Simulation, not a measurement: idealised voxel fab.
The name of this process module is voxel transistor to metal.
The figure presents cross-section cut, which has a width of 280 nm and is divided into square cells with an edge length of 5 nm.
Throughout this document, each cross-section is represented as a grid of square cells and is presented as a sequence of bands enumerated from the top downward, where a band comprises one or more rows of cells.
Band entry format. Leading values: height of top, height of bottom, nm. Remainder: materials in left-to-right order, each with its width in nm. Special words: "all across" on a single material, which then fills the band edge to edge; "air", empty space.
The level at which height equals 0 is the one under which the wafer, as it arrives, is entirely one material. No lower edge exists for the bottom band, which continues downward and is notated as in "0 down".
Width: "30->40" (first number = top row, second number = bottom row, same change from row to row of cells).
Step note "nothing got changed" = no cross-section cell changed.
"Entrapped voids" - sealed voids, min. 8 cells, no opening to top; format: width x height at distance (distance from left edge; nm throughout).
Past the settings on a step's line: simulator remark, on that step.
"overlay nm", when on a step's line for a step with a mask, measures how far to the right of its planned place the mask lay; a negative measure means to the left.

[Set out below are the planned steps of the process]
step 1: RECEIVE [material Si]
step 2: OXIDIZE [depth nm 5]
step 3: CONFORMAL_DEP [material SiN] [thk nm 10]
step 4: MASKED_ETCH [tone cover] [mask id ACTIVE] [width nm 110] [pitch nm 140] [etch materials SiN] [depth nm 10] [overlay nm 0]
step 5: MASKED_ETCH [tone cover] [mask id ACTIVE] [width nm 110] [pitch nm 140] [etch materials SiO2] [depth nm 5] [overlay nm 0]
step 6: MASKED_ETCH [tone cover] [mask id ACTIVE] [width nm 110] [pitch nm 140] [etch materials Si] [depth nm 25] [overlay nm 0]
step 7: FILL_DEP [material SiO2] [thk nm 15]
step 8: CMP [height nm 10]
step 9: SELECTIVE_ETCH [etch materials SiO2] [depth nm 5]
step 10: STRIP [etch materials SiN]
step 11: SELECTIVE_ETCH [etch materials SiO2] [depth nm 5]
step 12: OXIDIZE [depth nm 5]
step 13: DIRECTIONAL_DEP [material polySi] [thk nm 20]
step 14: DIRECTIONAL_DEP [material SiCN] [thk nm 15]
step 15: DIRECTIONAL_DEP [material aC] [thk nm 10]
step 16: PATTERN [tone cover] [mask id GATE] [material resist] [width nm 30] [pitch nm 140] [thk nm 30] [overlay nm 0]
step 17: DIRECTIONAL_ETCH [etch materials aC] [depth nm 10]
step 18: STRIP [etch materials resist]
step 19: DIRECTIONAL_ETCH [etch materials SiCN] [depth nm 25]
step 20: DIRECTIONAL_ETCH [etch materials polySi] [depth nm 30]
step 21: STRIP [etch materials aC]
step 22: CONFORMAL_DEP [material SiN] [thk nm 10]
step 23: DIRECTIONAL_ETCH [etch materials SiN] [depth nm 10]
step 24: DIRECTIONAL_ETCH [etch materials SiO2] [depth nm 5]
step 25: DIRECTIONAL_ETCH [etch materials Si] [depth nm 5]
step 26: EPI [material pSi] [thk nm 5]
step 27: FILL_DEP [material SiO2] [thk nm 5]
step 28: CMP [height nm 15]
step 29: STRIP [etch materials polySi]
step 30: SELECTIVE_ETCH [etch materials SiO2] [depth nm 5]
step 31: CONFORMAL_DEP [material HfO2] [thk nm 5]
step 32: CONFORMAL_DEP [material TiN] [thk nm 5]
step 33: FILL_DEP [material W] [thk nm 5]
step 34: CMP [height nm 10]
step 35: DIRECTIONAL_DEP [material SiO2] [thk nm 15]
step 36: DIRECTIONAL_DEP [material aC] [thk nm 10]
step 37: PATTERN [tone open] [mask id CONTACT] [material resist] [width nm 20] [thk nm 25] [overlay nm 0]
step 38: DIRECTIONAL_ETCH [etch materials aC] [depth nm 10]
step 39: STRIP [etch materials resist]
step 40: DIRECTIONAL_ETCH [etch materials SiO2] [depth nm 35]
step 41: STRIP [etch materials aC]
step 42: CONFORMAL_DEP [material TiN] [thk nm 5]
step 43: FILL_DEP [material W] [thk nm 10]
step 44: CMP [height nm 25]
step 45: CONFORMAL_DEP [material SiN] [thk nm 5]
step 46: DIRECTIONAL_DEP [material SiO2] [thk nm 20]
step 47: DIRECTIONAL_DEP [material aC] [thk nm 15]
step 48: PATTERN [tone open] [mask id METAL_1] [material resist] [width nm 20] [thk nm 35] [overlay nm 0]
step 49: DIRECTIONAL_ETCH [etch materials aC] [depth nm 15]
step 50: STRIP [etch materials resist]
step 51: DIRECTIONAL_ETCH [etch materials SiO2] [depth nm 20]
step 52: DIRECTIONAL_ETCH [etch materials SiN] [depth nm 5]
step 53: STRIP [etch materials aC]
step 54: CONFORMAL_DEP [material TiN] [thk nm 5]
step 55: FILL_DEP [material Cu] [thk nm 5]
step 56: CMP [height nm 50]
step 57: EPI [material Ru] [thk nm 5]
step 58: FILL_DEP [material SiCN] [thk nm 5]
step 59: DIRECTIONAL_DEP [material lowk] [thk nm 30]
step 60: MASKED_ETCH [tone open] [mask id METAL_2_HOLES] [width nm 15] [pitch nm 140] [etch materials lowk] [depth nm 30] [overlay nm 0]
step 61: PATTERN [tone open] [mask id METAL_2] [material resist] [width nm 20] [pitch nm 140] [thk nm 15] [overlay nm 0]
step 62: DIRECTIONAL_ETCH [etch materials lowk] [depth nm 15]
step 63: DIRECTIONAL_ETCH [etch materials SiCN] [depth nm 5]
step 64: STRIP [etch materials resist]
step 65: CONFORMAL_DEP [material TiN] [thk nm 5]
step 66: FILL_DEP [material Cu] [thk nm 5]
step 67: CMP [height nm 90]
step 68: CONFORMAL_DEP [material SiCN] [thk nm 5]

[Wafer at receipt (post step 1), cross-section]
- 0 down = Si all across
- Entrapped voids: none

[First of two wafers: cross-section at end of module, run per plan]
- 95 to 90 = SiCN all across
- 90 to 80 = 20 of lowk, then 5 of TiN, then 10 of Cu, then 5 of TiN, then 120 of lowk, then 5 of TiN, then 10 of Cu, then 5 of TiN, then 100 of lowk
- 80 to 75 = 20 of lowk, then 5 of TiN, then 5 of Cu, then 10 of TiN, then 120 of lowk, then 5 of TiN, then 5 of Cu, then 10 of TiN, then 100 of lowk
- 75 to 60 = 20 of lowk, then 5 of TiN, then 5 of Cu, then 5 of TiN, then 125 of lowk, then 5 of TiN, then 5 of Cu, then 5 of TiN, then 105 of lowk
- 60 to 55 = 20 of SiCN, then 15 of TiN, then 125 of SiCN, then 15 of TiN, then 105 of SiCN
- 55 to 50 = 15 of SiCN, then 30 of Ru, then 50 of SiCN, then 30 of Ru, then 30 of SiCN, then 30 of Ru, then 50 of SiCN, then 30 of Ru, then 15 of SiCN
- 50 to 30 = 20 of SiO2, then 5 of TiN, then 10 of Cu, then 5 of TiN, then 60 of SiO2, then 5 of TiN, then 10 of Cu, then 5 of TiN, then 40 of SiO2, then 5 of TiN, then 10 of Cu, then 5 of TiN, then 60 of SiO2, then 5 of TiN, then 10 of Cu, then 5 of TiN, then 20 of SiO2
- 30 to 25 = 20 of SiN, then 20 of TiN, then 60 of SiN, then 20 of TiN, then 40 of SiN, then 20 of TiN, then 60 of SiN, then 20 of TiN, then 20 of SiN
- 25 to 10 = 20 of SiO2, then 5 of TiN, then 10 of W, then 5 of TiN, then 60 of SiO2, then 5 of TiN, then 10 of W, then 5 of TiN, then 40 of SiO2, then 5 of TiN, then 10 of W, then 5 of TiN, then 60 of SiO2, then 5 of TiN, then 10 of W, then 5 of TiN, then 20 of SiO2
- 10 to 0 = 20 of SiO2, then 5 of TiN, then 10 of W, then 5 of TiN, then 5 of SiO2, then 10 of SiN, then 5 of HfO2, then 5 of TiN, then 10 of W, then 5 of TiN, then 5 of HfO2, then 10 of SiN, then 5 of SiO2, then 5 of TiN, then 10 of W, then 5 of TiN, then 40 of SiO2, then 5 of TiN, then 10 of W, then 5 of TiN, then 5 of SiO2, then 10 of SiN, then 5 of HfO2, then 5 of TiN, then 10 of W, then 5 of TiN, then 5 of HfO2, then 10 of SiN, then 5 of SiO2, then 5 of TiN, then 10 of W, then 5 of TiN, then 20 of SiO2
- 0 to -5 = 10 of SiO2, then 10 of SiN, then 10 of TiN, then 5 of W, then 5 of TiN, then 5 of SiO2, then 10 of SiN, then 5 of HfO2, then 20 of TiN, then 5 of HfO2, then 10 of SiN, then 5 of SiO2, then 5 of TiN, then 5 of W, then 10 of TiN, then 10 of SiN, then 20 of SiO2, then 10 of SiN, then 10 of TiN, then 5 of W, then 5 of TiN, then 5 of SiO2, then 10 of SiN, then 5 of HfO2, then 20 of TiN, then 5 of HfO2, then 10 of SiN, then 5 of SiO2, then 5 of TiN, then 5 of W, then 10 of TiN, then 10 of SiN, then 10 of SiO2
- -5 to -10 = 20 of SiO2, then 5 of pSi, then 15 of TiN, then 5 of pSi, then 5 of SiO2, then 40 of HfO2, then 5 of SiO2, then 5 of pSi, then 15 of TiN, then 5 of pSi, then 40 of SiO2, then 5 of pSi, then 15 of TiN, then 5 of pSi, then 5 of SiO2, then 40 of HfO2, then 5 of SiO2, then 5 of pSi, then 15 of TiN, then 5 of pSi, then 20 of SiO2
- -10 to -15 = 15 of SiO2, then 5 of Si, then 25 of pSi, then 50 of Si, then 25 of pSi, then 5 of Si, then 30 of SiO2, then 5 of Si, then 25 of pSi, then 50 of Si, then 25 of pSi, then 5 of Si, then 15 of SiO2
- -15 to -30 = 15 of SiO2, then 110 of Si, then 30 of SiO2, then 110 of Si, then 15 of SiO2
- -30 down = Si all across
- Entrapped voids: none

[End of module, second wafer, cross-section. Started like the first, planned like the first, run with one mistake]
- 95 to 90 = SiCN all across
- 90 to 85 = 20 of SiCN, then 20 of TiN, then 120 of SiCN, then 20 of TiN, then 100 of SiCN
- 85 to 80 = 15 of SiCN, then 30 of lowk, then 50 of SiCN, then 30 of lowk, then 30 of SiCN, then 30 of lowk, then 50 of SiCN, then 30 of lowk, then 15 of SiCN
- 80 to 55 = lowk all across
- 55 to 50 = 15 of lowk, then 30 of Ru, then 50 of lowk, then 30 of Ru, then 30 of lowk, then 30 of Ru, then 50 of lowk, then 30 of Ru, then 15 of lowk
- 50 to 30 = 20 of SiO2, then 5 of TiN, then 10 of Cu, then 5 of TiN, then 60 of SiO2, then 5 of TiN, then 10 of Cu, then 5 of TiN, then 40 of SiO2, then 5 of TiN, then 10 of Cu, then 5 of TiN, then 60 of SiO2, then 5 of TiN, then 10 of Cu, then 5 of TiN, then 20 of SiO2
- 30 to 25 = 20 of SiN, then 20 of TiN, then 60 of SiN, then 20 of TiN, then 40 of SiN, then 20 of TiN, then 60 of SiN, then 20 of TiN, then 20 of SiN
- 25 to 10 = 20 of SiO2, then 5 of TiN, then 10 of W, then 5 of TiN, then 60 of SiO2, then 5 of TiN, then 10 of W, then 5 of TiN, then 40 of SiO2, then 5 of TiN, then 10 of W, then 5 of TiN, then 60 of SiO2, then 5 of TiN, then 10 of W, then 5 of TiN, then 20 of SiO2
- 10 to 0 = 20 of SiO2, then 5 of TiN, then 10 of W, then 5 of TiN, then 5 of SiO2, then 10 of SiN, then 5 of HfO2, then 5 of TiN, then 10 of W, then 5 of TiN, then 5 of HfO2, then 10 of SiN, then 5 of SiO2, then 5 of TiN, then 10 of W, then 5 of TiN, then 40 of SiO2, then 5 of TiN, then 10 of W, then 5 of TiN, then 5 of SiO2, then 10 of SiN, then 5 of HfO2, then 5 of TiN, then 10 of W, then 5 of TiN, then 5 of HfO2, then 10 of SiN, then 5 of SiO2, then 5 of TiN, then 10 of W, then 5 of TiN, then 20 of SiO2
- 0 to -5 = 10 of SiO2, then 10 of SiN, then 10 of TiN, then 5 of W, then 5 of TiN, then 5 of SiO2, then 10 of SiN, then 5 of HfO2, then 20 of TiN, then 5 of HfO2, then 10 of SiN, then 5 of SiO2, then 5 of TiN, then 5 of W, then 10 of TiN, then 10 of SiN, then 20 of SiO2, then 10 of SiN, then 10 of TiN, then 5 of W, then 5 of TiN, then 5 of SiO2, then 10 of SiN, then 5 of HfO2, then 20 of TiN, then 5 of HfO2, then 10 of SiN, then 5 of SiO2, then 5 of TiN, then 5 of W, then 10 of TiN, then 10 of SiN, then 10 of SiO2
- -5 to -10 = 20 of SiO2, then 5 of pSi, then 15 of TiN, then 5 of pSi, then 5 of SiO2, then 40 of HfO2, then 5 of SiO2, then 5 of pSi, then 15 of TiN, then 5 of pSi, then 40 of SiO2, then 5 of pSi, then 15 of TiN, then 5 of pSi, then 5 of SiO2, then 40 of HfO2, then 5 of SiO2, then 5 of pSi, then 15 of TiN, then 5 of pSi, then 20 of SiO2
- -10 to -15 = 15 of SiO2, then 5 of Si, then 25 of pSi, then 50 of Si, then 25 of pSi, then 5 of Si, then 30 of SiO2, then 5 of Si, then 25 of pSi, then 50 of Si, then 25 of pSi, then 5 of Si, then 15 of SiO2
- -15 to -30 = 15 of SiO2, then 110 of Si, then 30 of SiO2, then 110 of Si, then 15 of SiO2
- -30 down = Si all across
- Entrapped voids: none
Misprocessing identified: steps 58 and 59 run out of order (swapped)
Per the end-of-run cell counts, the second wafer holds more or fewer of some materials than the first: Cu: 16 fewer | SiCN: 2 fewer | TiN: 24 fewer | lowk: 42 more
